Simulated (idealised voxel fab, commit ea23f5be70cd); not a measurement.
The process module presented herein is designated voxel wiring stack.
Each square cell in cross-section cut measures 5 nm, and the section as a whole is 155 nm wide.
Each cross-section below is a grid of square cells, stated as bands in top-down order, with one or more rows of cells making up each band. In this notation a band is specified by the heights of its top and bottom, in that order and in nm, after which its materials appear from left to right, each paired with its width in nm. The word "throughout" attached to a single material means that material fills the band from edge to edge; the word "air" stands for empty space. We count height from 0. Below that, the starting wafer is all one material. The lowest band never ends at the bottom but goes on down; see "z 0 and below" for how that is written. You'd read "30->40" like this: the band's top row of cells is as wide as the first number, its bottom row is as wide as the second, and going down, every row changes width by the same amount as the row before did. Where a step carries "remains unaltered", the cross-section came out of it unchanged, cell for cell. The list in "Enclosed internal cavities" covers empty spaces of 8 cells or more that cannot reach the top through any open way, and it gives each as width x height at distance; the distance is from the left edge, and width, height and distance are in nm. Past the settings on a step's line: simulator remark, on that step. overlay nm: for a step with a mask, the amount by which the mask lay right of where it was planned; a negative amount means left of it.
**Planned step list for the process**
step 1: op RECEIVE | material Si
step 2: op CONFORMAL_DEP | material SiO2 | thk nm 10
step 3: op CONFORMAL_DEP | material SiN | thk nm 5
step 4: op DIRECTIONAL_DEP | material SiO2 | thk nm 15
step 5: op MASKED_ETCH | tone open | mask id METAL_1 | width nm 30 | pitch nm 60 | etch materials SiO2 | depth nm 15 | overlay nm 0
step 6: op MASKED_ETCH | tone open | mask id METAL_1 | width nm 30 | pitch nm 60 | etch materials SiN | depth nm 5 | overlay nm 0
step 7: op CONFORMAL_DEP | material TiN | thk nm 5
step 8: op FILL_DEP | material Ru | thk nm 10
step 9: op CMP | height nm 30
step 10: op CONFORMAL_DEP | material SiCN | thk nm 5
step 11: op DIRECTIONAL_DEP | material lowk | thk nm 15
step 12: op DIRECTIONAL_DEP | material aC | thk nm 10
step 13: op PATTERN | tone open | mask id PLUG_1 | material resist | width nm 15 | thk nm 30 | overlay nm 0
step 14: op DIRECTIONAL_ETCH | etch materials aC | depth nm 10
step 15: op STRIP | etch materials resist
step 16: op DIRECTIONAL_ETCH | etch materials lowk | depth nm 15
step 17: op DIRECTIONAL_ETCH | etch materials SiCN | depth nm 5
step 18: op STRIP | etch materials aC
step 19: op CONFORMAL_DEP | material TiN | thk nm 5
step 20: op FILL_DEP | material Cu | thk nm 5
step 21: op CMP | height nm 50
step 22: op DIRECTIONAL_DEP | material TiN | thk nm 5
step 23: op DIRECTIONAL_DEP | material W | thk nm 25
step 24: op PATTERN | tone cover | mask id METAL_2 | material resist | width nm 30 | pitch nm 60 | thk nm 20 | overlay nm 0
step 25: op DIRECTIONAL_ETCH | etch materials W | depth nm 25
step 26: op DIRECTIONAL_ETCH | etch materials TiN | depth nm 5
step 27: op STRIP | etch materials resist
step 28: op FILL_DEP | material lowk | thk nm 10
step 29: op CMP | height nm 80
step 30: op CONFORMAL_DEP | material SiCN | thk nm 5
step 31: op DIRECTIONAL_DEP | material SiO2 | thk nm 30
step 32: op MASKED_ETCH | tone open | mask id METAL_3_HOLES | width nm 15 | etch materials SiO2 | depth nm 30 | overlay nm 0
step 33: op MASKED_ETCH | tone open | mask id METAL_3 | width nm 30 | pitch nm 60 | etch materials SiO2 | depth nm 20 | overlay nm 0
step 34: op MASKED_ETCH | tone open | mask id METAL_3 | width nm 30 | pitch nm 60 | etch materials SiCN | depth nm 5 | overlay nm 0
step 35: op CONFORMAL_DEP | material TiN | thk nm 5
step 36: op FILL_DEP | material Ru | thk nm 10
step 37: op CMP | height nm 115
step 38: op CONFORMAL_DEP | material SiCN | thk nm 5
step 39: op DIRECTIONAL_DEP | material lowk | thk nm 10
step 40: op PATTERN | tone open | mask id PLUG_3 | material resist | width nm 15 | pitch nm 60 | thk nm 15 | overlay nm 0
step 41: op DIRECTIONAL_ETCH | etch materials lowk | depth nm 10
step 42: op DIRECTIONAL_ETCH | etch materials SiCN | depth nm 5
step 43: op STRIP | etch materials resist
step 44: op EPI | material Ru | thk nm 10
step 45: op EPI | material Ru | thk nm 5
step 46: op CONFORMAL_DEP | material SiCN | thk nm 5
step 47: op DIRECTIONAL_DEP | material lowk | thk nm 20
step 48: op PATTERN | tone open | mask id METAL_4 | material resist | width nm 30 | pitch nm 60 | thk nm 15 | overlay nm 0
step 49: op DIRECTIONAL_ETCH | etch materials lowk | depth nm 20
step 50: op DIRECTIONAL_ETCH | etch materials SiCN | depth nm 5
step 51: op STRIP | etch materials resist
step 52: op CONFORMAL_DEP | material TiN | thk nm 5
step 53: op FILL_DEP | material Cu | thk nm 5
step 54: op CMP | height nm 155
step 55: op CONFORMAL_DEP | material SiCN | thk nm 5
**First out of two wafers; run went to plan**
**Cross-sectional view of the wafer in its as-received condition, corresponding to the state after step 1**
	z 0 and below  Si throughout
	Enclosed internal cavities: none
**Step 2 complete: cross-section through the wafer**
	z 10 to 0  SiO2 throughout
	Below 0, no change.
**Step 3 complete: cross-section through the wafer**
	z 15 to 10  SiN throughout
	Below 10, no change.
**Step 4 complete: cross-section through the wafer**
	z 30 to 15  SiO2 throughout
	Below 15, no change.
**Step 5 complete: cross-section through the wafer**
	z 30 to 15  SiO2: 30 / air: 30 / SiO2: 30 / air: 30 / SiO2: 35
	Below 15, no change.
**Step 6 complete: cross-section through the wafer**
	z 30 to 15  SiO2: 30 / air: 30 / SiO2: 30 / air: 30 / SiO2: 35
	z 15 to 10  SiN: 30 / air: 30 / SiN: 30 / air: 30 / SiN: 35
	Below 10, no change.
**Step 7 complete: cross-section through the wafer**
	z 35 to 30  TiN: 35 / air: 20 / TiN: 40 / air: 20 / TiN: 40
	z 30 to 15  SiO2: 30 / TiN: 5 / air: 20 / TiN: 5 / SiO2: 30 / TiN: 5 / air: 20 / TiN: 5 / SiO2: 35
	z 15 to 10  SiN: 30 / TiN: 30 / SiN: 30 / TiN: 30 / SiN: 35
	Below 10, no change.
**Step 8 complete: cross-section through the wafer**
	z 45 to 35  Ru throughout
	z 35 to 30  TiN: 35 / Ru: 20 / TiN: 40 / Ru: 20 / TiN: 40
	z 30 to 15  SiO2: 30 / TiN: 5 / Ru: 20 / TiN: 5 / SiO2: 30 / TiN: 5 / Ru: 20 / TiN: 5 / SiO2: 35
	Below 15, no change.
**Step 9 complete: cross-section through the wafer**
	z 30 to 15  SiO2: 30 / TiN: 5 / Ru: 20 / TiN: 5 / SiO2: 30 / TiN: 5 / Ru: 20 / TiN: 5 / SiO2: 35
	Below 15, no change.
**Step 10 complete: cross-section through the wafer**
	z 35 to 30  SiCN throughout
	Below 30, no change.
**Step 11 complete: cross-section through the wafer**
	z 50 to 35  lowk throughout
	Below 35, no change.
**Step 12 complete: cross-section through the wafer**
	z 60 to 50  aC throughout
	Below 50, no change.
**Step 13 complete: cross-section through the wafer**
	z 90 to 60  resist: 30 / air: 15 / resist: 110
	Below 60, no change.
**Step 14 complete: cross-section through the wafer**
	z 80 to 60  resist: 30 / air: 15 / resist: 110
	z 60 to 50  aC: 30 / air: 15 / aC: 110
	Below 50, no change.
**Step 15 complete: cross-section through the wafer**
	z 60 to 50  aC: 30 / air: 15 / aC: 110
	Below 50, no change.
**Step 16 complete: cross-section through the wafer**
	z 60 to 50  aC: 30 / air: 15 / aC: 110
	z 50 to 35  lowk: 30 / air: 15 / lowk: 110
	Below 35, no change.
**Step 17 complete: cross-section through the wafer**
	z 60 to 50  aC: 30 / air: 15 / aC: 110
	z 50 to 35  lowk: 30 / air: 15 / lowk: 110
	z 35 to 30  SiCN: 30 / air: 15 / SiCN: 110
	Below 30, no change.
**Step 18 complete: cross-section through the wafer**
	z 50 to 35  lowk: 30 / air: 15 / lowk: 110
	Below 35, no change.
**Step 19 complete: cross-section through the wafer**
	z 55 to 50  TiN: 35 / air: 5 / TiN: 115
	z 50 to 35  lowk: 30 / TiN: 5 / air: 5 / TiN: 5 / lowk: 110
	z 35 to 30  SiCN: 30 / TiN: 15 / SiCN: 110
	Below 30, no change.
**Step 20 complete: cross-section through the wafer**
	z 60 to 55  Cu throughout
	z 55 to 50  TiN: 35 / Cu: 5 / TiN: 115
	z 50 to 35  lowk: 30 / TiN: 5 / Cu: 5 / TiN: 5 / lowk: 110
	Below 35, no change.
**Step 21 complete: cross-section through the wafer**
	z 50 to 35  lowk: 30 / TiN: 5 / Cu: 5 / TiN: 5 / lowk: 110
	Below 35, no change.
**Step 22 complete: cross-section through the wafer**
	z 55 to 50  TiN throughout
	Below 50, no change.
**Step 23 complete: cross-section through the wafer**
	z 80 to 55  W throughout
	Below 55, no change.
**Step 24 complete: cross-section through the wafer**
	z 100 to 80  air: 30 / resist: 30 / air: 30 / resist: 30 / air: 35
	Below 80, no change.
**Step 25 complete: cross-section through the wafer**
	z 100 to 80  air: 30 / resist: 30 / air: 30 / resist: 30 / air: 35
	z 80 to 55  air: 30 / W: 30 / air: 30 / W: 30 / air: 35
	Below 55, no change.
**Step 26 complete: cross-section through the wafer**
	z 100 to 80  air: 30 / resist: 30 / air: 30 / resist: 30 / air: 35
	z 80 to 55  air: 30 / W: 30 / air: 30 / W: 30 / air: 35
	z 55 to 50  air: 30 / TiN: 30 / air: 30 / TiN: 30 / air: 35
	Below 50, no change.
**Step 27 complete: cross-section through the wafer**
	z 80 to 55  air: 30 / W: 30 / air: 30 / W: 30 / air: 35
	Below 55, no change.
**Step 28 complete: cross-section through the wafer**
	z 90 to 80  lowk throughout
	z 80 to 55  lowk: 30 / W: 30 / lowk: 30 / W: 30 / lowk: 35
	z 55 to 50  lowk: 30 / TiN: 30 / lowk: 30 / TiN: 30 / lowk: 35
	Below 50, no change.
**Step 29 complete: cross-section through the wafer**
	z 80 to 55  lowk: 30 / W: 30 / lowk: 30 / W: 30 / lowk: 35
	Below 55, no change.
**Step 30 complete: cross-section through the wafer**
	z 85 to 80  SiCN throughout
	Below 80, no change.
**Step 31 complete: cross-section through the wafer**
	z 115 to 85  SiO2 throughout
	Below 85, no change.
**Step 32 complete: cross-section through the wafer**
	z 115 to 85  SiO2: 30 / air: 15 / SiO2: 110
	Below 85, no change.
**Step 33 complete: cross-section through the wafer**
	z 115 to 95  SiO2: 30 / air: 30 / SiO2: 30 / air: 30 / SiO2: 35
	Below 95, no change.
**Step 34 complete: cross-section through the wafer**
	z 115 to 95  SiO2: 30 / air: 30 / SiO2: 30 / air: 30 / SiO2: 35
	z 95 to 85  SiO2: 30 / air: 15 / SiO2: 110
	z 85 to 80  SiCN: 30 / air: 15 / SiCN: 110
	Below 80, no change.
**Step 35 complete: cross-section through the wafer**
	z 120 to 115  TiN: 35 / air: 20 / TiN: 40 / air: 20 / TiN: 40
	z 115 to 100  SiO2: 30 / TiN: 5 / air: 20 / TiN: 5 / SiO2: 30 / TiN: 5 / air: 20 / TiN: 5 / SiO2: 35
	z 100 to 95  SiO2: 30 / TiN: 5 / air: 5 / TiN: 20 / SiO2: 30 / TiN: 30 / SiO2: 35
	z 95 to 85  SiO2: 30 / TiN: 5 / air: 5 / TiN: 5 / SiO2: 110
	z 85 to 80  SiCN: 30 / TiN: 15 / SiCN: 110
	Below 80, no change.
**Step 36 complete: cross-section through the wafer**
	z 130 to 120  Ru throughout
	z 120 to 115  TiN: 35 / Ru: 20 / TiN: 40 / Ru: 20 / TiN: 40
	z 115 to 100  SiO2: 30 / TiN: 5 / Ru: 20 / TiN: 5 / SiO2: 30 / TiN: 5 / Ru: 20 / TiN: 5 / SiO2: 35
	z 100 to 95  SiO2: 30 / TiN: 5 / Ru: 5 / TiN: 20 / SiO2: 30 / TiN: 30 / SiO2: 35
	z 95 to 85  SiO2: 30 / TiN: 5 / Ru: 5 / TiN: 5 / SiO2: 110
	Below 85, no change.
**Step 37 complete: cross-section through the wafer**
	z 115 to 100  SiO2: 30 / TiN: 5 / Ru: 20 / TiN: 5 / SiO2: 30 / TiN: 5 / Ru: 20 / TiN: 5 / SiO2: 35
	Below 100, no change.
**Step 38 complete: cross-section through the wafer**
	z 120 to 115  SiCN throughout
	Below 115, no change.
**Step 39 complete: cross-section through the wafer**
	z 130 to 120  lowk throughout
	Below 120, no change.
**Step 40 complete: cross-section through the wafer**
	z 145 to 130  resist: 30 / air: 15 / resist: 45 / air: 15 / resist: 50
	Below 130, no change.
**Step 41 complete: cross-section through the wafer**
	z 145 to 130  resist: 30 / air: 15 / resist: 45 / air: 15 / resist: 50
	z 130 to 120  lowk: 30 / air: 15 / lowk: 45 / air: 15 / lowk: 50
	Below 120, no change.
**Step 42 complete: cross-section through the wafer**
	z 145 to 130  resist: 30 / air: 15 / resist: 45 / air: 15 / resist: 50
	z 130 to 120  lowk: 30 / air: 15 / lowk: 45 / air: 15 / lowk: 50
	z 120 to 115  SiCN: 30 / air: 15 / SiCN: 45 / air: 15 / SiCN: 50
	Below 115, no change.
**Step 43 complete: cross-section through the wafer**
	z 130 to 120  lowk: 30 / air: 15 / lowk: 45 / air: 15 / lowk: 50
	Below 120, no change.
**Step 44 complete: cross-section through the wafer**
	z 130 to 125  lowk: 30 / air: 15 / lowk: 45 / air: 15 / lowk: 50
	z 125 to 120  lowk: 30 / Ru: 15 / lowk: 45 / Ru: 15 / lowk: 50
	z 120 to 115  SiCN: 30 / Ru: 15 / SiCN: 45 / Ru: 15 / SiCN: 50
	Below 115, no change.
**Step 45 complete: cross-section through the wafer**
	z 130 to 120  lowk: 30 / Ru: 15 / lowk: 45 / Ru: 15 / lowk: 50
	Below 120, no change.
**Step 46 complete: cross-section through the wafer**
	z 135 to 130  SiCN throughout
	Below 130, no change.
**Step 47 complete: cross-section through the wafer**
	z 155 to 135  lowk throughout
	Below 135, no change.
**Step 48 complete: cross-section through the wafer**
	z 170 to 155  resist: 30 / air: 30 / resist: 30 / air: 30 / resist: 35
	Below 155, no change.
**Step 49 complete: cross-section through the wafer**
	z 170 to 155  resist: 30 / air: 30 / resist: 30 / air: 30 / resist: 35
	z 155 to 135  lowk: 30 / air: 30 / lowk: 30 / air: 30 / lowk: 35
	Below 135, no change.
**Step 50 complete: cross-section through the wafer**
	z 170 to 155  resist: 30 / air: 30 / resist: 30 / air: 30 / resist: 35
	z 155 to 135  lowk: 30 / air: 30 / lowk: 30 / air: 30 / lowk: 35
	z 135 to 130  SiCN: 30 / air: 30 / SiCN: 30 / air: 30 / SiCN: 35
	Below 130, no change.
**Step 51 complete: cross-section through the wafer**
	z 155 to 135  lowk: 30 / air: 30 / lowk: 30 / air: 30 / lowk: 35
	Below 135, no change.
**Step 52 complete: cross-section through the wafer**
	z 160 to 155  TiN: 35 / air: 20 / TiN: 40 / air: 20 / TiN: 40
	z 155 to 135  lowk: 30 / TiN: 5 / air: 20 / TiN: 5 / lowk: 30 / TiN: 5 / air: 20 / TiN: 5 / lowk: 35
	z 135 to 130  SiCN: 30 / TiN: 30 / SiCN: 30 / TiN: 30 / SiCN: 35
	Below 130, no change.
**Step 53 complete: cross-section through the wafer**
	z 165 to 160  Cu throughout
	z 160 to 155  TiN: 35 / Cu: 20 / TiN: 40 / Cu: 20 / TiN: 40
	z 155 to 135  lowk: 30 / TiN: 5 / Cu: 20 / TiN: 5 / lowk: 30 / TiN: 5 / Cu: 20 / TiN: 5 / lowk: 35
	Below 135, no change.
**Step 54 complete: cross-section through the wafer**
	z 155 to 135  lowk: 30 / TiN: 5 / Cu: 20 / TiN: 5 / lowk: 30 / TiN: 5 / Cu: 20 / TiN: 5 / lowk: 35
	Below 135, no change.
**Step 55 complete: cross-section through the wafer**
	z 160 to 155  SiCN throughout
	Below 155, no change.
**Regarding the second of the two wafers: it shared the first wafer's starting condition and process plan, yet one error occurred during its execution. Its history coincides with that of the first wafer up to and including step 43**
**Cross-section of the second wafer at the time by which step 44 should have been completed according to the plan**
	z 135 to 130  air: 25 / Ru: 25 / air: 35 / Ru: 25 / air: 45
	z 130 to 120  lowk: 30 / Ru: 15 / lowk: 45 / Ru: 15 / lowk: 50
	z 120 to 115  SiCN: 30 / Ru: 15 / SiCN: 45 / Ru: 15 / SiCN: 50
	Below 115, no change.
**Cross-section of the second wafer at the time by which step 45 should have been completed according to the plan**
	z 140 to 130  air: 20 / Ru: 35 / air: 25 / Ru: 35 / air: 40
	Below 130, no change.
**Cross-section of the second wafer at the time by which step 46 should have been completed according to the plan**
	z 145 to 140  air: 15 / SiCN: 45 / air: 15 / SiCN: 45 / air: 35
	z 140 to 135  air: 15 / SiCN: 5 / Ru: 35 / SiCN: 5 / air: 15 / SiCN: 5 / Ru: 35 / SiCN: 5 / air: 35
	z 135 to 130  SiCN: 20 / Ru: 35 / SiCN: 25 / Ru: 35 / SiCN: 40
	Below 130, no change.
**Cross-section of the second wafer at the time by which step 47 should have been completed according to the plan**
	z 165 to 155  air: 15 / lowk: 45 / air: 15 / lowk: 45 / air: 35
	z 155 to 145  lowk throughout
	z 145 to 140  lowk: 15 / SiCN: 45 / lowk: 15 / SiCN: 45 / lowk: 35
	z 140 to 135  lowk: 15 / SiCN: 5 / Ru: 35 / SiCN: 5 / lowk: 15 / SiCN: 5 / Ru: 35 / SiCN: 5 / lowk: 35
	Below 135, no change.
**Cross-section of the second wafer at the time by which step 48 should have been completed according to the plan**
	z 180 to 165  resist: 30 / air: 30 / resist: 30 / air: 30 / resist: 35
	z 165 to 155  resist: 15 / lowk: 45 / resist: 15 / lowk: 45 / resist: 35
	Below 155, no change.
**Cross-section of the second wafer at the time by which step 49 should have been completed according to the plan**
	z 180 to 165  resist: 30 / air: 30 / resist: 30 / air: 30 / resist: 35
	z 165 to 155  resist: 15 / lowk: 15 / air: 30 / resist: 15 / lowk: 15 / air: 30 / resist: 35
	z 155 to 145  lowk: 30 / air: 30 / lowk: 30 / air: 30 / lowk: 35
	Below 145, no change.
**Cross-section of the second wafer at the time by which step 50 should have been completed according to the plan**
	z 180 to 165  resist: 30 / air: 30 / resist: 30 / air: 30 / resist: 35
	z 165 to 155  resist: 15 / lowk: 15 / air: 30 / resist: 15 / lowk: 15 / air: 30 / resist: 35
	z 155 to 145  lowk: 30 / air: 30 / lowk: 30 / air: 30 / lowk: 35
	z 145 to 140  lowk: 15 / SiCN: 15 / air: 30 / lowk: 15 / SiCN: 15 / air: 30 / lowk: 35
	Below 140, no change.
**Cross-section of the second wafer at the time by which step 51 should have been completed according to the plan**
	z 165 to 155  air: 15 / lowk: 15 / air: 45 / lowk: 15 / air: 65
	Below 155, no change.
**Cross-section of the second wafer at the time by which step 52 should have been completed according to the plan**
	z 170 to 165  air: 10 / TiN: 25 / air: 35 / TiN: 25 / air: 60
	z 165 to 160  air: 10 / TiN: 5 / lowk: 15 / TiN: 5 / air: 35 / TiN: 5 / lowk: 15 / TiN: 5 / air: 60
	z 160 to 155  TiN: 15 / lowk: 15 / TiN: 5 / air: 20 / TiN: 20 / lowk: 15 / TiN: 5 / air: 20 / TiN: 40
	z 155 to 145  lowk: 30 / TiN: 5 / air: 20 / TiN: 5 / lowk: 30 / TiN: 5 / air: 20 / TiN: 5 / lowk: 35
	z 145 to 140  lowk: 15 / SiCN: 15 / TiN: 30 / lowk: 15 / SiCN: 15 / TiN: 30 / lowk: 35
	Below 140, no change.
**Cross-section of the second wafer at the time by which step 53 should have been completed according to the plan**
	z 175 to 170  Cu throughout
	z 170 to 165  Cu: 10 / TiN: 25 / Cu: 35 / TiN: 25 / Cu: 60
	z 165 to 160  Cu: 10 / TiN: 5 / lowk: 15 / TiN: 5 / Cu: 35 / TiN: 5 / lowk: 15 / TiN: 5 / Cu: 60
	z 160 to 155  TiN: 15 / lowk: 15 / TiN: 5 / Cu: 20 / TiN: 20 / lowk: 15 / TiN: 5 / Cu: 20 / TiN: 40
	z 155 to 145  lowk: 30 / TiN: 5 / Cu: 20 / TiN: 5 / lowk: 30 / TiN: 5 / Cu: 20 / TiN: 5 / lowk: 35
	Below 145, no change.
**Cross-section of the second wafer at the time by which step 54 should have been completed according to the plan**
	z 155 to 145  lowk: 30 / TiN: 5 / Cu: 20 / TiN: 5 / lowk: 30 / TiN: 5 / Cu: 20 / TiN: 5 / lowk: 35
	Below 145, no change.
**Cross-section of the second wafer at the time by which step 55 should have been completed according to the plan**
	z 160 to 155  SiCN throughout
	Below 155, no change.
Here's what went sideways: step 44 of the plan was performed twice
Heads up, by the end the second wafer has more or fewer cells of some materials compared to the first: 16 fewer of Cu | 28 more of Ru | 8 more of SiCN | 8 fewer of TiN | 12 fewer of lowk
